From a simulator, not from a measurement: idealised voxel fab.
The name of this process module is voxel wiring stack.
Cross-section cut spans 195 nm and uses square cells 5 nm in size.
A cross-section in this document is a grid of square cells, and it is written down as bands, the top band listed before the ones below it; a band is made up of one or more rows of cells. Within each band entry, the heights of the top and of the bottom of the band appear first, in that order and in nm; the materials of the band then follow from left to right, each with its corresponding width in nm. The designation "full width" on a single material indicates that it fills the band from edge to edge; the designation "air" indicates empty space. Counting heights begins at 0, where everything beneath is, in the wafer as received, one material. The lowest band has no bottom; it goes on downwards, as "z 0 and below" shows. A width such as "30..40" changes by the same amount from each row of cells to the next, from the band's top row to its bottom row. The designation "no modifications", where it is given for a processing step, indicates that no cell of the cross-section was altered in the course of that step. Sealed-off cavities: empty space of 8 cells or more with no open way to the top, each as width x height at its distance from the left edge, in nm. Formally, on a step line, whatever follows the settings is a remark that the simulator itself makes on the step. A step line may carry the setting "overlay nm", which, for steps involving a mask, states the distance by which the mask lay to the right of its intended position; negative values denote displacement to the left. Pairs follow: section before one process step, section after it down to the lowest changed band, step with settings underneath. Pairs may come from different runs of this module on the same starting wafer; continuity with the pair above only as stated in the "Cross-section, before" entry.

# Cross-section, before
* z 130 to 120 | lowk: 40, then air: 15, then lowk: 30, then air: 15, then lowk: 30, then air: 15, then lowk: 50
* z 120 to 115 | SiCN full width
* z 115 to 105 | lowk: 40, then TiN: 5, then Cu: 10, then TiN: 5, then lowk: 25, then TiN: 5, then Cu: 10, then TiN: 5, then lowk: 25, then TiN: 5, then Cu: 10, then TiN: 5, then lowk: 45
* z 105 to 100 | lowk: 40, then TiN: 5, then Cu: 5, then TiN: 10, then lowk: 25, then TiN: 5, then Cu: 5, then TiN: 10, then lowk: 25, then TiN: 5, then Cu: 5, then TiN: 10, then lowk: 45
* z 100 to 85 | lowk: 40, then TiN: 5, then Cu: 5, then TiN: 5, then lowk: 30, then TiN: 5, then Cu: 5, then TiN: 5, then lowk: 30, then TiN: 5, then Cu: 5, then TiN: 5, then lowk: 50
* z 85 to 80 | SiCN: 40, then TiN: 15, then SiCN: 30, then TiN: 15, then SiCN: 30, then TiN: 15, then SiCN: 50
* z 80 to 65 | SiO2: 40, then TiN: 5, then Cu: 10, then TiN: 5, then SiO2: 25, then TiN: 5, then Cu: 10, then TiN: 5, then SiO2: 25, then TiN: 5, then Cu: 10, then TiN: 5, then SiO2: 45
* z 65 to 60 | SiN: 40, then TiN: 20, then SiN: 25, then TiN: 20, then SiN: 25, then TiN: 20, then SiN: 45
* z 60 to 45 | lowk: 40, then Ru: 15, then lowk: 30, then Ru: 15, then lowk: 30, then Ru: 15, then lowk: 50
* z 45 to 40 | SiCN: 40, then Ru: 15, then SiCN: 30, then Ru: 15, then SiCN: 30, then Ru: 15, then SiCN: 50
* z 40 to 35 | lowk: 40, then TiN: 20, then lowk: 25, then TiN: 20, then lowk: 25, then TiN: 20, then lowk: 45
* z 35 to 15 | Ru full width
* z 15 to 0 | SiO2 full width
* z 0 and below | Si full width
* Sealed-off cavities: none

# Post-Process Section
* z 130 to 120 | lowk: 40, then air: 15, then lowk: 30, then air: 15, then lowk: 30, then air: 15, then lowk: 50
* z 120 to 115 | SiCN: 40, then air: 15, then SiCN: 30, then air: 15, then SiCN: 30, then air: 15, then SiCN: 50
* Rest of section, below 115: as before.
* Sealed-off cavities: none
Step lying between the two cross-sections just above: MASKED_ETCH,tone open,mask id PLUG_3,width nm 15,pitch nm 45,etch materials SiCN,depth nm 5,overlay nm 0

Cross-section, before: the wafer arrives at this step looking as the after cross-section in the pair just above shows it.

# Post-Process Section
* z 135 to 130 | TiN: 45, then air: 5, then TiN: 40, then air: 5, then TiN: 40, then air: 5, then TiN: 55
* z 130 to 120 | lowk: 40, then TiN: 5, then air: 5, then TiN: 5, then lowk: 30, then TiN: 5, then air: 5, then TiN: 5, then lowk: 30, then TiN: 5, then air: 5, then TiN: 5, then lowk: 50
* z 120 to 115 | SiCN: 40, then TiN: 15, then SiCN: 30, then TiN: 15, then SiCN: 30, then TiN: 15, then SiCN: 50
* Rest of section, below 115: as before.
* Sealed-off cavities: none
Step lying between the two cross-sections just above: CONFORMAL_DEP,material TiN,thk nm 5

Cross-section, before: the wafer arrives at this step looking as the after cross-section in the pair just above shows it.

# Post-Process Section
* z 140 to 135 | Cu full width
* z 135 to 130 | TiN: 45, then Cu: 5, then TiN: 40, then Cu: 5, then TiN: 40, then Cu: 5, then TiN: 55
* z 130 to 120 | lowk: 40, then TiN: 5, then Cu: 5, then TiN: 5, then lowk: 30, then TiN: 5, then Cu: 5, then TiN: 5, then lowk: 30, then TiN: 5, then Cu: 5, then TiN: 5, then lowk: 50
* Rest of section, below 120: as before.
* Sealed-off cavities: none
Step lying between the two cross-sections just above: FILL_DEP,material Cu,thk nm 5

Cross-section, before: the wafer arrives at this step looking as the after cross-section in the pair just above shows it.

# Post-Process Section
* z 130 to 120 | lowk: 40, then TiN: 5, then Cu: 5, then TiN: 5, then lowk: 30, then TiN: 5, then Cu: 5, then TiN: 5, then lowk: 30, then TiN: 5, then Cu: 5, then TiN: 5, then lowk: 50
* Rest of section, below 120: as before.
* Sealed-off cavities: none
Step lying between the two cross-sections just above: CMP,height nm 130

Cross-section, before: the wafer arrives at this step looking as the after cross-section in the pair just above shows it.

# Post-Process Section
* z 135 to 130 | SiCN full width
* Rest of section, below 130: as before.
* Sealed-off cavities: none
Step lying between the two cross-sections just above: CONFORMAL_DEP,material SiCN,thk nm 5

Cross-section, before: the wafer arrives at this step looking as the after cross-section in the pair just above shows it.

# Post-Process Section
* z 160 to 135 | SiO2 full width
* Rest of section, below 135: as before.
* Sealed-off cavities: none
Step lying between the two cross-sections just above: DIRECTIONAL_DEP,material SiO2,thk nm 25

Cross-section, before: the wafer arrives at this step looking as the after cross-section in the pair just above shows it.

# Post-Process Section
* z 170 to 160 | aC full width
* Rest of section, below 160: as before.
* Sealed-off cavities: none
Step lying between the two cross-sections just above: DIRECTIONAL_DEP,material aC,thk nm 10

Cross-section, before: the wafer arrives at this step looking as the after cross-section in the pair just above shows it.

# Post-Process Section
* z 195 to 170 | resist: 40, then air: 20, then resist: 25, then air: 20, then resist: 25, then air: 20, then resist: 45
* Rest of section, below 170: as before.
* Sealed-off cavities: none
Step lying between the two cross-sections just above: PATTERN,tone open,mask id METAL_4,material resist,width nm 20,pitch nm 45,thk nm 25,overlay nm 0

Cross-section, before: the wafer arrives at this step looking as the after cross-section in the pair just above shows it.

# Post-Process Section
* z 185 to 170 | resist: 40, then air: 20, then resist: 25, then air: 20, then resist: 25, then air: 20, then resist: 45
* z 170 to 160 | aC: 40, then air: 20, then aC: 25, then air: 20, then aC: 25, then air: 20, then aC: 45
* Rest of section, below 160: as before.
* Sealed-off cavities: none
Step lying between the two cross-sections just above: DIRECTIONAL_ETCH,etch materials aC,depth nm 10

Cross-section, before: the wafer arrives at this step looking as the after cross-section in the pair just above shows it.

# Post-Process Section
* z 170 to 160 | aC: 40, then air: 20, then aC: 25, then air: 20, then aC: 25, then air: 20, then aC: 45
* Rest of section, below 160: as before.
* Sealed-off cavities: none
Step lying between the two cross-sections just above: STRIP,etch materials resist

Cross-section, before: the wafer arrives at this step looking as the after cross-section in the pair just above shows it.

# Post-Process Section
* z 170 to 160 | aC: 40, then air: 20, then aC: 25, then air: 20, then aC: 25, then air: 20, then aC: 45
* z 160 to 135 | SiO2: 40, then air: 20, then SiO2: 25, then air: 20, then SiO2: 25, then air: 20, then SiO2: 45
* Rest of section, below 135: as before.
* Sealed-off cavities: none
Step lying between the two cross-sections just above: DIRECTIONAL_ETCH,etch materials SiO2,depth nm 25

Cross-section, before: the wafer arrives at this step looking as the after cross-section in the pair just above shows it.

# Post-Process Section
* z 170 to 160 | aC: 40, then air: 20, then aC: 25, then air: 20, then aC: 25, then air: 20, then aC: 45
* z 160 to 135 | SiO2: 40, then air: 20, then SiO2: 25, then air: 20, then SiO2: 25, then air: 20, then SiO2: 45
* z 135 to 130 | SiCN: 40, then air: 20, then SiCN: 25, then air: 20, then SiCN: 25, then air: 20, then SiCN: 45
* Rest of section, below 130: as before.
* Sealed-off cavities: none
Step lying between the two cross-sections just above: DIRECTIONAL_ETCH,etch materials SiCN,depth nm 5

Cross-section, before: the wafer arrives at this step looking as the after cross-section in the pair just above shows it.

# Post-Process Section
* z 160 to 135 | SiO2: 40, then air: 20, then SiO2: 25, then air: 20, then SiO2: 25, then air: 20, then SiO2: 45
* Rest of section, below 135: as before.
* Sealed-off cavities: none
Step lying between the two cross-sections just above: STRIP,etch materials aC

Cross-section, before: the wafer arrives at this step looking as the after cross-section in the pair just above shows it.

# Post-Process Section
* z 165 to 160 | TiN: 45, then air: 10, then TiN: 35, then air: 10, then TiN: 35, then air: 10, then TiN: 50
* z 160 to 135 | SiO2: 40, then TiN: 5, then air: 10, then TiN: 5, then SiO2: 25, then TiN: 5, then air: 10, then TiN: 5, then SiO2: 25, then TiN: 5, then air: 10, then TiN: 5, then SiO2: 45
* z 135 to 130 | SiCN: 40, then TiN: 20, then SiCN: 25, then TiN: 20, then SiCN: 25, then TiN: 20, then SiCN: 45
* Rest of section, below 130: as before.
* Sealed-off cavities: none
Step lying between the two cross-sections just above: CONFORMAL_DEP,material TiN,thk nm 5

Cross-section, before: the wafer arrives at this step looking as the after cross-section in the pair just above shows it.

# Post-Process Section
* z 170 to 165 | Cu full width
* z 165 to 160 | TiN: 45, then Cu: 10, then TiN: 35, then Cu: 10, then TiN: 35, then Cu: 10, then TiN: 50
* z 160 to 135 | SiO2: 40, then TiN: 5, then Cu: 10, then TiN: 5, then SiO2: 25, then TiN: 5, then Cu: 10, then TiN: 5, then SiO2: 25, then TiN: 5, then Cu: 10, then TiN: 5, then SiO2: 45
* Rest of section, below 135: as before.
* Sealed-off cavities: none
Step lying between the two cross-sections just above: FILL_DEP,material Cu,thk nm 5

Cross-section, before: the wafer arrives at this step looking as the after cross-section in the pair just above shows it.

# Post-Process Section
* z 160 to 135 | SiO2: 40, then TiN: 5, then Cu: 10, then TiN: 5, then SiO2: 25, then TiN: 5, then Cu: 10, then TiN: 5, then SiO2: 25, then TiN: 5, then Cu: 10, then TiN: 5, then SiO2: 45
* Rest of section, below 135: as before.
* Sealed-off cavities: none
Step lying between the two cross-sections just above: CMP,height nm 160

Cross-section, before: the wafer arrives at this step looking as the after cross-section in the pair just above shows it.

# Post-Process Section
* z 165 to 160 | SiCN full width
* Rest of section, below 160: as before.
* Sealed-off cavities: none
Step lying between the two cross-sections just above: CONFORMAL_DEP,material SiCN,thk nm 5

# Cross-section, before
* z 0 and below | Si full width
* Sealed-off cavities: none

# Post-Process Section
* z 5 to 0 | SiO2 full width
* Rest of section, below 0: as before.
* Sealed-off cavities: none
Step lying between the two cross-sections just above: CONFORMAL_DEP,material SiO2,thk nm 5

Cross-section, before: the wafer arrives at this step looking as the after cross-section in the pair just above shows it.

# Post-Process Section
* z 10 to 5 | TiN full width
* Rest of section, below 5: as before.
* Sealed-off cavities: none
Step lying between the two cross-sections just above: DIRECTIONAL_DEP,material TiN,thk nm 5

Cross-section, before: the wafer arrives at this step looking as the after cross-section in the pair just above shows it.

# Post-Process Section
* z 30 to 10 | Ru full width
* Rest of section, below 10: as before.
* Sealed-off cavities: none
Step lying between the two cross-sections just above: DIRECTIONAL_DEP,material Ru,thk nm 20

Cross-section, before: the wafer arrives at this step looking as the after cross-section in the pair just above shows it.

# Post-Process Section
* z 50 to 30 | air: 40, then resist: 20, then air: 25, then resist: 20, then air: 25, then resist: 20, then air: 45
* Rest of section, below 30: as before.
* Sealed-off cavities: none
Step lying between the two cross-sections just above: PATTERN,tone cover,mask id METAL_1,material resist,width nm 20,pitch nm 45,thk nm 20,overlay nm 0

Cross-section, before: the wafer arrives at this step looking as the after cross-section in the pair just above shows it.

# Post-Process Section
* z 50 to 30 | air: 40, then resist: 20, then air: 25, then resist: 20, then air: 25, then resist: 20, then air: 45
* z 30 to 10 | air: 40, then Ru: 20, then air: 25, then Ru: 20, then air: 25, then Ru: 20, then air: 45
* Rest of section, below 10: as before.
* Sealed-off cavities: none
Step lying between the two cross-sections just above: DIRECTIONAL_ETCH,etch materials Ru,depth nm 20

Cross-section, before: the wafer arrives at this step looking as the after cross-section in the pair just above shows it.

# Post-Process Section
* z 50 to 30 | air: 40, then resist: 20, then air: 25, then resist: 20, then air: 25, then resist: 20, then air: 45
* z 30 to 10 | air: 40, then Ru: 20, then air: 25, then Ru: 20, then air: 25, then Ru: 20, then air: 45
* z 10 to 5 | air: 40, then TiN: 20, then air: 25, then TiN: 20, then air: 25, then TiN: 20, then air: 45
* Rest of section, below 5: as before.
* Sealed-off cavities: none
Step lying between the two cross-sections just above: DIRECTIONAL_ETCH,etch materials TiN,depth nm 5

Cross-section, before: the wafer arrives at this step looking as the after cross-section in the pair just above shows it.

# Post-Process Section
* z 30 to 10 | air: 40, then Ru: 20, then air: 25, then Ru: 20, then air: 25, then Ru: 20, then air: 45
* Rest of section, below 10: as before.
* Sealed-off cavities: none
Step lying between the two cross-sections just above: STRIP,etch materials resist

Cross-section, before: the wafer arrives at this step looking as the after cross-section in the pair just above shows it.

# Post-Process Section
* z 40 to 30 | lowk full width
* z 30 to 10 | lowk: 40, then Ru: 20, then lowk: 25, then Ru: 20, then lowk: 25, then Ru: 20, then lowk: 45
* z 10 to 5 | lowk: 40, then TiN: 20, then lowk: 25, then TiN: 20, then lowk: 25, then TiN: 20, then lowk: 45
* Rest of section, below 5: as before.
* Sealed-off cavities: none
Step lying between the two cross-sections just above: FILL_DEP,material lowk,thk nm 10

Cross-section, before: the wafer arrives at this step looking as the after cross-section in the pair just above shows it.

# Post-Process Section
* z 45 to 40 | SiCN full width
* Rest of section, below 40: as before.
* Sealed-off cavities: none
Step lying between the two cross-sections just above: CONFORMAL_DEP,material SiCN,thk nm 5

Cross-section, before: the wafer arrives at this step looking as the after cross-section in the pair just above shows it.

# Post-Process Section
* z 60 to 45 | lowk full width
* Rest of section, below 45: as before.
* Sealed-off cavities: none
Step lying between the two cross-sections just above: DIRECTIONAL_DEP,material lowk,thk nm 15

Cross-section, before: the wafer arrives at this step looking as the after cross-section in the pair just above shows it.

# Post-Process Section
* z 75 to 60 | aC full width
* Rest of section, below 60: as before.
* Sealed-off cavities: none
Step lying between the two cross-sections just above: DIRECTIONAL_DEP,material aC,thk nm 15

Cross-section, before: the wafer arrives at this step looking as the after cross-section in the pair just above shows it.

# Post-Process Section
* z 110 to 75 | resist: 40, then air: 15, then resist: 30, then air: 15, then resist: 30, then air: 15, then resist: 50
* Rest of section, below 75: as before.
* Sealed-off cavities: none
Step lying between the two cross-sections just above: PATTERN,tone open,mask id PLUG_1,material resist,width nm 15,pitch nm 45,thk nm 35,overlay nm 0

Cross-section, before: the wafer arrives at this step looking as the after cross-section in the pair just above shows it.

# Post-Process Section
* z 95 to 75 | resist: 40, then air: 15, then resist: 30, then air: 15, then resist: 30, then air: 15, then resist: 50
* z 75 to 60 | aC: 40, then air: 15, then aC: 30, then air: 15, then aC: 30, then air: 15, then aC: 50
* Rest of section, below 60: as before.
* Sealed-off cavities: none
Step lying between the two cross-sections just above: DIRECTIONAL_ETCH,etch materials aC,depth nm 15

Cross-section, before: the wafer arrives at this step looking as the after cross-section in the pair just above shows it.

# Post-Process Section
* z 75 to 60 | aC: 40, then air: 15, then aC: 30, then air: 15, then aC: 30, then air: 15, then aC: 50
* Rest of section, below 60: as before.
* Sealed-off cavities: none
Step lying between the two cross-sections just above: STRIP,etch materials resist

Cross-section, before: the wafer arrives at this step looking as the after cross-section in the pair just above shows it.

# Post-Process Section
* z 75 to 60 | aC: 40, then air: 15, then aC: 30, then air: 15, then aC: 30, then air: 15, then aC: 50
* z 60 to 45 | lowk: 40, then air: 15, then lowk: 30, then air: 15, then lowk: 30, then air: 15, then lowk: 50
* Rest of section, below 45: as before.
* Sealed-off cavities: none
Step lying between the two cross-sections just above: DIRECTIONAL_ETCH,etch materials lowk,depth nm 15

Cross-section, before: the wafer arrives at this step looking as the after cross-section in the pair just above shows it.

# Post-Process Section
* z 75 to 60 | aC: 40, then air: 15, then aC: 30, then air: 15, then aC: 30, then air: 15, then aC: 50
* z 60 to 45 | lowk: 40, then air: 15, then lowk: 30, then air: 15, then lowk: 30, then air: 15, then lowk: 50
* z 45 to 40 | SiCN: 40, then air: 15, then SiCN: 30, then air: 15, then SiCN: 30, then air: 15, then SiCN: 50
* Rest of section, below 40: as before.
* Sealed-off cavities: none
Step lying between the two cross-sections just above: DIRECTIONAL_ETCH,etch materials SiCN,depth nm 5

Cross-section, before: the wafer arrives at this step looking as the after cross-section in the pair just above shows it.

# Post-Process Section
* z 60 to 45 | lowk: 40, then air: 15, then lowk: 30, then air: 15, then lowk: 30, then air: 15, then lowk: 50
* Rest of section, below 45: as before.
* Sealed-off cavities: none
Step lying between the two cross-sections just above: STRIP,etch materials aC

Cross-section, before: the wafer arrives at this step looking as the after cross-section in the pair just above shows it.

# Post-Process Section
* z 65 to 60 | SiN: 45, then air: 5, then SiN: 40, then air: 5, then SiN: 40, then air: 5, then SiN: 55
* z 60 to 45 | lowk: 40, then SiN: 5, then air: 5, then SiN: 5, then lowk: 30, then SiN: 5, then air: 5, then SiN: 5, then lowk: 30, then SiN: 5, then air: 5, then SiN: 5, then lowk: 50
* z 45 to 40 | SiCN: 40, then SiN: 15, then SiCN: 30, then SiN: 15, then SiCN: 30, then SiN: 15, then SiCN: 50
* Rest of section, below 40: as before.
* Sealed-off cavities: none
Step lying between the two cross-sections just above: CONFORMAL_DEP,material SiN,thk nm 5

Cross-section, before: the wafer arrives at this step looking as the after cross-section in the pair just above shows it.

# Post-Process Section
* z 80 to 65 | SiO2: 45, then air: 5, then SiO2: 40, then air: 5, then SiO2: 40, then air: 5, then SiO2: 55
* z 65 to 60 | SiN: 45, then air: 5, then SiN: 40, then air: 5, then SiN: 40, then air: 5, then SiN: 55
* z 60 to 45 | lowk: 40, then SiN: 5, then SiO2: 5, then SiN: 5, then lowk: 30, then SiN: 5, then SiO2: 5, then SiN: 5, then lowk: 30, then SiN: 5, then SiO2: 5, then SiN: 5, then lowk: 50
* Rest of section, below 45: as before.
* Sealed-off cavities: none
Step lying between the two cross-sections just above: DIRECTIONAL_DEP,material SiO2,thk nm 15

Cross-section, before: the wafer arrives at this step looking as the after cross-section in the pair just above shows it.

# Post-Process Section
* z 90 to 80 | aC: 45, then air: 5, then aC: 40, then air: 5, then aC: 40, then air: 5, then aC: 55
* z 80 to 70 | SiO2: 45, then air: 5, then SiO2: 40, then air: 5, then SiO2: 40, then air: 5, then SiO2: 55
* z 70 to 65 | SiO2: 45, then aC: 5, then SiO2: 40, then aC: 5, then SiO2: 40, then aC: 5, then SiO2: 55
* z 65 to 60 | SiN: 45, then aC: 5, then SiN: 40, then aC: 5, then SiN: 40, then aC: 5, then SiN: 55
* Rest of section, below 60: as before.
* Sealed-off cavities: none
Step lying between the two cross-sections just above: DIRECTIONAL_DEP,material aC,thk nm 10

Cross-section, before: the wafer arrives at this step looking as the after cross-section in the pair just above shows it.

# Post-Process Section
* z 120 to 90 | resist: 40, then air: 20, then resist: 25, then air: 20, then resist: 25, then air: 20, then resist: 45
* Rest of section, below 90: as before.
* Sealed-off cavities: none
Step lying between the two cross-sections just above: PATTERN,tone open,mask id METAL_2,material resist,width nm 20,pitch nm 45,thk nm 30,overlay nm 0

Cross-section, before: the wafer arrives at this step looking as the after cross-section in the pair just above shows it.

# Post-Process Section
* z 110 to 90 | resist: 40, then air: 20, then resist: 25, then air: 20, then resist: 25, then air: 20, then resist: 45
* z 90 to 80 | aC: 40, then air: 20, then aC: 25, then air: 20, then aC: 25, then air: 20, then aC: 45
* z 80 to 65 | SiO2: 45, then air: 5, then SiO2: 40, then air: 5, then SiO2: 40, then air: 5, then SiO2: 55
* z 65 to 60 | SiN: 45, then air: 5, then SiN: 40, then air: 5, then SiN: 40, then air: 5, then SiN: 55
* Rest of section, below 60: as before.
* Sealed-off cavities: none
Step lying between the two cross-sections just above: DIRECTIONAL_ETCH,etch materials aC,depth nm 10

Cross-section, before: the wafer arrives at this step looking as the after cross-section in the pair just above shows it.

# Post-Process Section
* z 90 to 80 | aC: 40, then air: 20, then aC: 25, then air: 20, then aC: 25, then air: 20, then aC: 45
* Rest of section, below 80: as before.
* Sealed-off cavities: none
Step lying between the two cross-sections just above: STRIP,etch materials resist

Cross-section, before: the wafer arrives at this step looking as the after cross-section in the pair just above shows it.

# Post-Process Section
* z 90 to 80 | aC: 40, then air: 20, then aC: 25, then air: 20, then aC: 25, then air: 20, then aC: 45
* z 80 to 65 | SiO2: 40, then air: 20, then SiO2: 25, then air: 20, then SiO2: 25, then air: 20, then SiO2: 45
* z 65 to 60 | SiN: 45, then air: 5, then SiN: 40, then air: 5, then SiN: 40, then air: 5, then SiN: 55
* z 60 to 45 | lowk: 40, then SiN: 5, then air: 5, then SiN: 5, then lowk: 30, then SiN: 5, then air: 5, then SiN: 5, then lowk: 30, then SiN: 5, then air: 5, then SiN: 5, then lowk: 50
* Rest of section, below 45: as before.
* Sealed-off cavities: none
Step lying between the two cross-sections just above: DIRECTIONAL_ETCH,etch materials SiO2,depth nm 15

Cross-section, before: the wafer arrives at this step looking as the after cross-section in the pair just above shows it.

# Post-Process Section
* z 90 to 80 | aC: 40, then air: 20, then aC: 25, then air: 20, then aC: 25, then air: 20, then aC: 45
* z 80 to 65 | SiO2: 40, then air: 20, then SiO2: 25, then air: 20, then SiO2: 25, then air: 20, then SiO2: 45
* z 65 to 60 | SiN: 40, then air: 20, then SiN: 25, then air: 20, then SiN: 25, then air: 20, then SiN: 45
* z 60 to 45 | lowk: 40, then SiN: 5, then air: 5, then SiN: 5, then lowk: 30, then SiN: 5, then air: 5, then SiN: 5, then lowk: 30, then SiN: 5, then air: 5, then SiN: 5, then lowk: 50
* z 45 to 40 | SiCN: 40, then SiN: 5, then air: 5, then SiN: 5, then SiCN: 30, then SiN: 5, then air: 5, then SiN: 5, then SiCN: 30, then SiN: 5, then air: 5, then SiN: 5, then SiCN: 50
* Rest of section, below 40: as before.
* Sealed-off cavities: none
Step lying between the two cross-sections just above: DIRECTIONAL_ETCH,etch materials SiN,depth nm 5

Cross-section, before: the wafer arrives at this step looking as the after cross-section in the pair just above shows it.

# Post-Process Section
* z 80 to 65 | SiO2: 40, then air: 20, then SiO2: 25, then air: 20, then SiO2: 25, then air: 20, then SiO2: 45
* Rest of section, below 65: as before.
* Sealed-off cavities: none
Step lying between the two cross-sections just above: STRIP,etch materials aC

Cross-section, before: the wafer arrives at this step looking as the after cross-section in the pair just above shows it.

# Post-Process Section
* z 85 to 80 | TiN: 45, then air: 10, then TiN: 35, then air: 10, then TiN: 35, then air: 10, then TiN: 50
* z 80 to 65 | SiO2: 40, then TiN: 5, then air: 10, then TiN: 5, then SiO2: 25, then TiN: 5, then air: 10, then TiN: 5, then SiO2: 25, then TiN: 5, then air: 10, then TiN: 5, then SiO2: 45
* z 65 to 60 | SiN: 40, then TiN: 20, then SiN: 25, then TiN: 20, then SiN: 25, then TiN: 20, then SiN: 45
* z 60 to 45 | lowk: 40, then SiN: 5, then TiN: 5, then SiN: 5, then lowk: 30, then SiN: 5, then TiN: 5, then SiN: 5, then lowk: 30, then SiN: 5, then TiN: 5, then SiN: 5, then lowk: 50
* z 45 to 40 | SiCN: 40, then SiN: 5, then TiN: 5, then SiN: 5, then SiCN: 30, then SiN: 5, then TiN: 5, then SiN: 5, then SiCN: 30, then SiN: 5, then TiN: 5, then SiN: 5, then SiCN: 50
* Rest of section, below 40: as before.
* Sealed-off cavities: none
Step lying between the two cross-sections just above: CONFORMAL_DEP,material TiN,thk nm 5

Cross-section, before: the wafer arrives at this step looking as the after cross-section in the pair just above shows it.

# Post-Process Section
* z 95 to 85 | Cu full width
* z 85 to 80 | TiN: 45, then Cu: 10, then TiN: 35, then Cu: 10, then TiN: 35, then Cu: 10, then TiN: 50
* z 80 to 65 | SiO2: 40, then TiN: 5, then Cu: 10, then TiN: 5, then SiO2: 25, then TiN: 5, then Cu: 10, then TiN: 5, then SiO2: 25, then TiN: 5, then Cu: 10, then TiN: 5, then SiO2: 45
* Rest of section, below 65: as before.
* Sealed-off cavities: none
Step lying between the two cross-sections just above: FILL_DEP,material Cu,thk nm 10

Cross-section, before: the wafer arrives at this step looking as the after cross-section in the pair just above shows it.

# Post-Process Section
* z 80 to 65 | SiO2: 40, then TiN: 5, then Cu: 10, then TiN: 5, then SiO2: 25, then TiN: 5, then Cu: 10, then TiN: 5, then SiO2: 25, then TiN: 5, then Cu: 10, then TiN: 5, then SiO2: 45
* Rest of section, below 65: as before.
* Sealed-off cavities: none
Step lying between the two cross-sections just above: CMP,height nm 80

Cross-section, before: the wafer arrives at this step looking as the after cross-section in the pair just above shows it.

# Post-Process Section
* z 85 to 80 | SiCN full width
* Rest of section, below 80: as before.
* Sealed-off cavities: none
Step lying between the two cross-sections just above: CONFORMAL_DEP,material SiCN,thk nm 5

Cross-section, before: the wafer arrives at this step looking as the after cross-section in the pair just above shows it.

# Post-Process Section
* z 115 to 85 | lowk full width
* Rest of section, below 85: as before.
* Sealed-off cavities: none
Step lying between the two cross-sections just above: DIRECTIONAL_DEP,material lowk,thk nm 30

Cross-section, before: the wafer arrives at this step looking as the after cross-section in the pair just above shows it.

# Post-Process Section
* z 130 to 115 | aC full width
* Rest of section, below 115: as before.
* Sealed-off cavities: none
Step lying between the two cross-sections just above: DIRECTIONAL_DEP,material aC,thk nm 15

Cross-section, before: the wafer arrives at this step looking as the after cross-section in the pair just above shows it.

# Post-Process Section
* z 165 to 130 | resist: 40, then air: 20, then resist: 25, then air: 20, then resist: 25, then air: 20, then resist: 45
* Rest of section, below 130: as before.
* Sealed-off cavities: none
Step lying between the two cross-sections just above: PATTERN,tone open,mask id METAL_3,material resist,width nm 20,pitch nm 45,thk nm 35,overlay nm 0

Cross-section, before: the wafer arrives at this step looking as the after cross-section in the pair just above shows it.

# Post-Process Section
* z 150 to 130 | resist: 40, then air: 20, then resist: 25, then air: 20, then resist: 25, then air: 20, then resist: 45
* z 130 to 115 | aC: 40, then air: 20, then aC: 25, then air: 20, then aC: 25, then air: 20, then aC: 45
* Rest of section, below 115: as before.
* Sealed-off cavities: none
Step lying between the two cross-sections just above: DIRECTIONAL_ETCH,etch materials aC,depth nm 15

Cross-section, before: the wafer arrives at this step looking as the after cross-section in the pair just above shows it.

# Post-Process Section
* z 130 to 115 | aC: 40, then air: 20, then aC: 25, then air: 20, then aC: 25, then air: 20, then aC: 45
* Rest of section, below 115: as before.
* Sealed-off cavities: none
Step lying between the two cross-sections just above: STRIP,etch materials resist

Cross-section, before: the wafer arrives at this step looking as the after cross-section in the pair just above shows it.

# Post-Process Section
* z 130 to 115 | aC: 40, then air: 20, then aC: 25, then air: 20, then aC: 25, then air: 20, then aC: 45
* z 115 to 100 | lowk: 40, then air: 20, then lowk: 25, then air: 20, then lowk: 25, then air: 20, then lowk: 45
* Rest of section, below 100: as before.
* Sealed-off cavities: none
Step lying between the two cross-sections just above: DIRECTIONAL_ETCH,etch materials lowk,depth nm 15

Cross-section, before: the wafer arrives at this step looking as the after cross-section in the pair just above shows it.

# Post-Process Section
* z 115 to 100 | lowk: 40, then air: 20, then lowk: 25, then air: 20, then lowk: 25, then air: 20, then lowk: 45
* Rest of section, below 100: as before.
* Sealed-off cavities: none
Step lying between the two cross-sections just above: STRIP,etch materials aC

Cross-section, before: the wafer arrives at this step looking as the after cross-section in the pair just above shows it.

# Post-Process Section
* z 115 to 100 | lowk: 40, then air: 20, then lowk: 25, then air: 20, then lowk: 25, then air: 20, then lowk: 45
* z 100 to 85 | lowk: 40, then air: 15, then lowk: 30, then air: 15, then lowk: 30, then air: 15, then lowk: 50
* Rest of section, below 85: as before.
* Sealed-off cavities: none
Step lying between the two cross-sections just above: MASKED_ETCH,tone open,mask id METAL_3_HOLES,width nm 15,pitch nm 45,etch materials lowk,depth nm 15,overlay nm 0

Cross-section, before: the wafer arrives at this step looking as the after cross-section in the pair just above shows it.

# Post-Process Section
* z 115 to 100 | lowk: 40, then air: 20, then lowk: 25, then air: 20, then lowk: 25, then air: 20, then lowk: 45
* z 100 to 85 | lowk: 40, then air: 15, then lowk: 30, then air: 15, then lowk: 30, then air: 15, then lowk: 50
* z 85 to 80 | SiCN: 40, then air: 15, then SiCN: 30, then air: 15, then SiCN: 30, then air: 15, then SiCN: 50
* Rest of section, below 80: as before.
* Sealed-off cavities: none
Step lying between the two cross-sections just above: MASKED_ETCH,tone open,mask id METAL_3_HOLES,width nm 15,pitch nm 45,etch materials SiCN,depth nm 5,overlay nm 0

Cross-section, before: the wafer arrives at this step looking as the after cross-section in the pair just above shows it.

# Post-Process Section
* z 120 to 115 | TiN: 45, then air: 10, then TiN: 35, then air: 10, then TiN: 35, then air: 10, then TiN: 50
* z 115 to 105 | lowk: 40, then TiN: 5, then air: 10, then TiN: 5, then lowk: 25, then TiN: 5, then air: 10, then TiN: 5, then lowk: 25, then TiN: 5, then air: 10, then TiN: 5, then lowk: 45
* z 105 to 100 | lowk: 40, then TiN: 5, then air: 5, then TiN: 10, then lowk: 25, then TiN: 5, then air: 5, then TiN: 10, then lowk: 25, then TiN: 5, then air: 5, then TiN: 10, then lowk: 45
* z 100 to 85 | lowk: 40, then TiN: 5, then air: 5, then TiN: 5, then lowk: 30, then TiN: 5, then air: 5, then TiN: 5, then lowk: 30, then TiN: 5, then air: 5, then TiN: 5, then lowk: 50
* z 85 to 80 | SiCN: 40, then TiN: 15, then SiCN: 30, then TiN: 15, then SiCN: 30, then TiN: 15, then SiCN: 50
* Rest of section, below 80: as before.
* Sealed-off cavities: none
Step lying between the two cross-sections just above: CONFORMAL_DEP,material TiN,thk nm 5
